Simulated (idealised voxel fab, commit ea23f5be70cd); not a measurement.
Process module under the name voxel gate over fins
We display cut, a cross-section 280 nm in width whose square cells are each 5 nm.
Just so we're on the same page, the cross-sections are grids of square cells, and they're listed out in bands top to bottom, each band one or more rows deep.
The band entry comprises the height of the band's top followed by the height of its bottom, expressed in nm, and subsequently the band's materials from left to right, each stated together with its width in nm. Where a single material is marked with the word "throughout", that material fills the band from edge to edge. The word "empty" represents empty space.
All heights in this document are referenced to 0, defined as the level beneath which the wafer, as received, consists entirely of one material. The lowest band is not bounded below; it extends indefinitely downward and is written in the form "0 nm and below".
A width given as "30 to 40" starts at the first number in the band's top row and ends at the second number in its bottom row, shifting by an equal amount at every step from row to row.
It should be understood that the words "no alteration", when stated for a given step, signify that the cross-section underwent no change in any of its cells during that step.
Cavities, sealed: empty space of 8 cells or more with no open way to the top, each as width x height at its distance from the left edge, in nm
after a step's settings: what the simulator itself notes on the step
"overlay nm" on a masked step: distance the mask lay right of its planned place, negative for left.

**Here's what the planned process steps look like**
- 1: RECEIVE with material Si
- 2: CONFORMAL_DEP with material SiN, thk nm 10
- 3: MASKED_ETCH with tone cover, mask id FINS, width nm 15, pitch nm 55, etch materials SiN, depth nm 10, overlay nm 0
- 4: MASKED_ETCH with tone cover, mask id FINS, width nm 15, pitch nm 55, etch materials Si, depth nm 40, overlay nm 0
- 5: FILL_DEP with material SiO2, thk nm 15
- 6: CMP with height nm 10
- 7: DIRECTIONAL_DEP with material aC, thk nm 10
- 8: PATTERN with tone open, mask id RAIL, material resist, width nm 15, thk nm 25, overlay nm 0
- 9: DIRECTIONAL_ETCH with etch materials aC, depth nm 10
- 10: STRIP with etch materials resist
- 11: DIRECTIONAL_ETCH with etch materials SiO2, depth nm 45
- 12: STRIP with etch materials aC
- 13: CONFORMAL_DEP with material TiN, thk nm 5
- 14: FILL_DEP with material Ru, thk nm 5
- 15: CMP with height nm 10
- 16: SELECTIVE_ETCH with etch materials W Ru TiN, depth nm 30
- 17: FILL_DEP with material SiO2, thk nm 5
- 18: CMP with height nm 0
- 19: SELECTIVE_ETCH with etch materials SiO2, depth nm 25
- 20: STRIP with etch materials SiN
- 21: CONFORMAL_DEP with material HfO2, thk nm 5
- 22: CONFORMAL_DEP with material TiN, thk nm 5
- 23: CONFORMAL_DEP with material TiAl, thk nm 5
- 24: CONFORMAL_DEP with material TiN, thk nm 5
- 25: FILL_DEP with material W, thk nm 15
- 26: CMP with height nm 30
- 27: CONFORMAL_DEP with material SiN, thk nm 10
The plan's step 18 height nm is the first wafer's value; the wafers differ in this setting and start identical.

**As-received cross-section, first of several wafers, post step 1**
    0 nm and below = Si throughout
    Cavities, sealed: none

**Wafer cross-section (first of several) - module end, post step 27 (last step)**
    40 nm to 30 nm = SiN throughout
    30 nm to 20 nm = W throughout
    20 nm to 15 nm = W 30, then TiN 220, then W 30
    15 nm to 10 nm = W 30, then TiN 5, then TiAl 45, then TiN 10, then TiAl 45, then TiN 10, then TiAl 45, then TiN 10, then TiAl 45, then TiN 5, then W 30
    10 nm to 5 nm = W 30, then TiN 5, then TiAl 5, then TiN 35, then TiAl 5, then TiN 10, then TiAl 5, then TiN 35, then TiAl 5, then TiN 10, then TiAl 5, then TiN 35, then TiAl 5, then TiN 10, then TiAl 5, then TiN 35, then TiAl 5, then TiN 5, then W 30
    5 nm to 0 nm = W 30, then TiN 5, then TiAl 5, then TiN 5, then HfO2 25, then TiN 5, then TiAl 5, then TiN 10, then TiAl 5, then TiN 5, then HfO2 25, then TiN 5, then TiAl 5, then TiN 10, then TiAl 5, then TiN 5, then HfO2 25, then TiN 5, then TiAl 5, then TiN 10, then TiAl 5, then TiN 5, then HfO2 25, then TiN 5, then TiAl 5, then TiN 5, then W 30
    0 nm to -5 nm = W 30, then TiN 5, then TiAl 5, then TiN 5, then HfO2 5, then Si 15, then HfO2 5, then TiN 5, then TiAl 5, then TiN 10, then TiAl 5, then TiN 5, then HfO2 5, then Si 15, then HfO2 5, then TiN 5, then TiAl 5, then TiN 10, then TiAl 5, then TiN 5, then HfO2 5, then Si 15, then HfO2 5, then TiN 5, then TiAl 5, then TiN 10, then TiAl 5, then TiN 5, then HfO2 5, then Si 15, then HfO2 5, then TiN 5, then TiAl 5, then TiN 5, then W 30
    -5 nm to -10 nm = TiN 35, then TiAl 5, then TiN 5, then HfO2 5, then Si 15, then HfO2 5, then TiN 5, then TiAl 20, then TiN 5, then HfO2 5, then Si 15, then HfO2 5, then TiN 5, then TiAl 5, then TiN 10, then TiAl 5, then TiN 5, then HfO2 5, then Si 15, then HfO2 5, then TiN 5, then TiAl 5, then TiN 10, then TiAl 5, then TiN 5, then HfO2 5, then Si 15, then HfO2 5, then TiN 5, then TiAl 5, then TiN 35
    -10 nm to -15 nm = TiAl 40, then TiN 5, then HfO2 5, then Si 15, then HfO2 5, then TiN 30, then HfO2 5, then Si 15, then HfO2 5, then TiN 5, then TiAl 20, then TiN 5, then HfO2 5, then Si 15, then HfO2 5, then TiN 5, then TiAl 20, then TiN 5, then HfO2 5, then Si 15, then HfO2 5, then TiN 5, then TiAl 40
    -15 nm to -20 nm = TiN 45, then HfO2 5, then Si 15, then HfO2 30, then TiN 5, then HfO2 5, then Si 15, then HfO2 5, then TiN 30, then HfO2 5, then Si 15, then HfO2 5, then TiN 30, then HfO2 5, then Si 15, then HfO2 5, then TiN 45
    -20 nm to -25 nm = HfO2 50, then Si 15, then HfO2 10, then TiN 5, then Ru 5, then TiN 5, then HfO2 15, then Si 15, then HfO2 40, then Si 15, then HfO2 40, then Si 15, then HfO2 50
    -25 nm to -30 nm = SiO2 50, then Si 15, then SiO2 10, then TiN 5, then Ru 5, then TiN 5, then SiO2 15, then Si 15, then SiO2 40, then Si 15, then SiO2 40, then Si 15, then SiO2 50
    -30 nm to -35 nm = SiO2 50, then Si 15, then SiO2 10, then TiN 15, then SiO2 15, then Si 15, then SiO2 40, then Si 15, then SiO2 40, then Si 15, then SiO2 50
    -35 nm to -40 nm = SiO2 50, then Si 15, then SiO2 40, then Si 15, then SiO2 40, then Si 15, then SiO2 40, then Si 15, then SiO2 50
    -40 nm and below = Si throughout
    Cavities, sealed: none

**The last wafer as seen in cross-section at the end of the module**
    40 nm to 30 nm = SiN throughout
    30 nm to 20 nm = W throughout
    20 nm to 15 nm = W 30, then TiN 220, then W 30
    15 nm to 10 nm = W 30, then TiN 5, then TiAl 45, then TiN 10, then TiAl 45, then TiN 10, then TiAl 45, then TiN 10, then TiAl 45, then TiN 5, then W 30
    10 nm to 5 nm = TiN 35, then TiAl 5, then TiN 35, then TiAl 5, then TiN 10, then TiAl 5, then TiN 35, then TiAl 5, then TiN 10, then TiAl 5, then TiN 35, then TiAl 5, then TiN 10, then TiAl 5, then TiN 35, then TiAl 5, then TiN 35
    5 nm to 0 nm = TiAl 40, then TiN 5, then HfO2 25, then TiN 5, then TiAl 20, then TiN 5, then HfO2 25, then TiN 5, then TiAl 20, then TiN 5, then HfO2 25, then TiN 5, then TiAl 20, then TiN 5, then HfO2 25, then TiN 5, then TiAl 40
    0 nm to -5 nm = TiN 45, then HfO2 5, then Si 15, then HfO2 5, then TiN 30, then HfO2 5, then Si 15, then HfO2 5, then TiN 30, then HfO2 5, then Si 15, then HfO2 5, then TiN 30, then HfO2 5, then Si 15, then HfO2 5, then TiN 45
    -5 nm to -10 nm = HfO2 50, then Si 15, then HfO2 40, then Si 15, then HfO2 40, then Si 15, then HfO2 40, then Si 15, then HfO2 50
    -10 nm to -20 nm = SiO2 50, then Si 15, then SiO2 40, then Si 15, then SiO2 40, then Si 15, then SiO2 40, then Si 15, then SiO2 50
    -20 nm to -30 nm = SiO2 50, then Si 15, then SiO2 10, then TiN 5, then Ru 5, then TiN 5, then SiO2 15, then Si 15, then SiO2 40, then Si 15, then SiO2 40, then Si 15, then SiO2 50
    -30 nm to -35 nm = SiO2 50, then Si 15, then SiO2 10, then TiN 15, then SiO2 15, then Si 15, then SiO2 40, then Si 15, then SiO2 40, then Si 15, then SiO2 50
    -35 nm to -40 nm = SiO2 50, then Si 15, then SiO2 40, then Si 15, then SiO2 40, then Si 15, then SiO2 40, then Si 15, then SiO2 50
    -40 nm and below = Si throughout
    Cavities, sealed: none

**Take any row and you have a wafer at the end of the module: how many cells of each material it has gained (+) or lost (-) since it was received, and then its closed voids**
height nm 0 | +98 HfO2 | +2 Ru | -352 Si | +112 SiN | +126 SiO2 | +94 TiAl | +196 TiN | +172 W | Cavities, sealed: none
height nm 5 | +88 HfO2 | +2 Ru | -352 Si | +112 SiN | +167 SiO2 | +88 TiAl | +183 TiN | +160 W | Cavities, sealed: none
height nm 10 | +80 HfO2 | +2 Ru | -352 Si | +112 SiN | +211 SiO2 | +80 TiAl | +167 TiN | +148 W | Cavities, sealed: none
height nm 15 | +72 HfO2 | +2 Ru | -352 Si | +112 SiN | +255 SiO2 | +72 TiAl | +151 TiN | +136 W | Cavities, sealed: none
